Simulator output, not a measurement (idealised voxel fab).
process module | voxel gate over fins
cross-section cut | 195 nm wide | cells 5 nm
A cross-section is a grid of square cells, given in bands from the top down. A band is one or more rows of cells.
Each band's line starts with the height of the band's top and of its bottom, in nm. Then come its materials from left to right, each with its width in nm. One material with "throughout" fills the band from edge to edge. "air" is empty space.
Height 0 is the level under which the wafer as received is all one material. The lowest band goes on downwards, as in "0 down".
A width such as "30 to 40" changes by the same amount from each row of cells to the next, from the band's top row to its bottom row.
"no change" after a step means that no cell of the cross-section changed.
closed voids: empty space of 8 cells or more with no open way to the top, each as width x height at its distance from the left edge, in nm
after a step's settings: what the simulator itself notes on the step
overlay nm, on a step with a mask: how far to the right of its planned place the mask lay; to the left if negative
plan
1 op RECEIVE | material Si
2 op CONFORMAL_DEP | material SiN | thk nm 5
3 op PATTERN | tone cover | mask id FINS | material resist | width nm 15 | pitch nm 60 | thk nm 15 | overlay nm 0
4 op DIRECTIONAL_ETCH | etch materials SiN | depth nm 5
5 op DIRECTIONAL_ETCH | etch materials Si | depth nm 40
6 op STRIP | etch materials resist
7 op FILL_DEP | material SiO2 | thk nm 15
8 op CMP | height nm 5
9 op PATTERN | tone open | mask id RAIL | material resist | width nm 15 | thk nm 15 | overlay nm 0
10 op DIRECTIONAL_ETCH | etch materials SiO2 | depth nm 40
11 op STRIP | etch materials resist
12 op CONFORMAL_DEP | material TiN | thk nm 5
13 op FILL_DEP | material W | thk nm 5
14 op CMP | height nm 5
15 op SELECTIVE_ETCH | etch materials W Ru TiN | depth nm 25
16 op FILL_DEP | material SiO2 | thk nm 5
17 op CMP | height nm 5
18 op SELECTIVE_ETCH | etch materials SiO2 | depth nm 20
19 op STRIP | etch materials SiN
20 op CONFORMAL_DEP | material HfO2 | thk nm 5
21 op CONFORMAL_DEP | material TiN | thk nm 5
22 op CONFORMAL_DEP | material TiAl | thk nm 5
23 op CONFORMAL_DEP | material TiN | thk nm 5
24 op FILL_DEP | material W | thk nm 10
25 op CMP | height nm 25
26 op CONFORMAL_DEP | material SiCN | thk nm 5
varied across the wafers: width nm of step 9. The plan shows the first wafer's value. All wafers start alike
first wafer as received, after step 1
  0 down: Si throughout
  closed voids: none
each wafer at the end: cells of each material gained (+) or lost (-) since it was received, then its closed voids
width nm 15 | +57 HfO2 | -240 Si | +39 SiCN | +141 SiO2 | +57 TiAl | +121 TiN | +59 W | closed voids: none
width nm 20 | +57 HfO2 | -240 Si | +39 SiCN | +138 SiO2 | +57 TiAl | +122 TiN | +61 W | closed voids: none
width nm 25 | +57 HfO2 | -240 Si | +39 SiCN | +135 SiO2 | +57 TiAl | +123 TiN | +63 W | closed voids: none
width nm 30 | +57 HfO2 | -240 Si | +39 SiCN | +132 SiO2 | +57 TiAl | +124 TiN | +65 W | closed voids: none
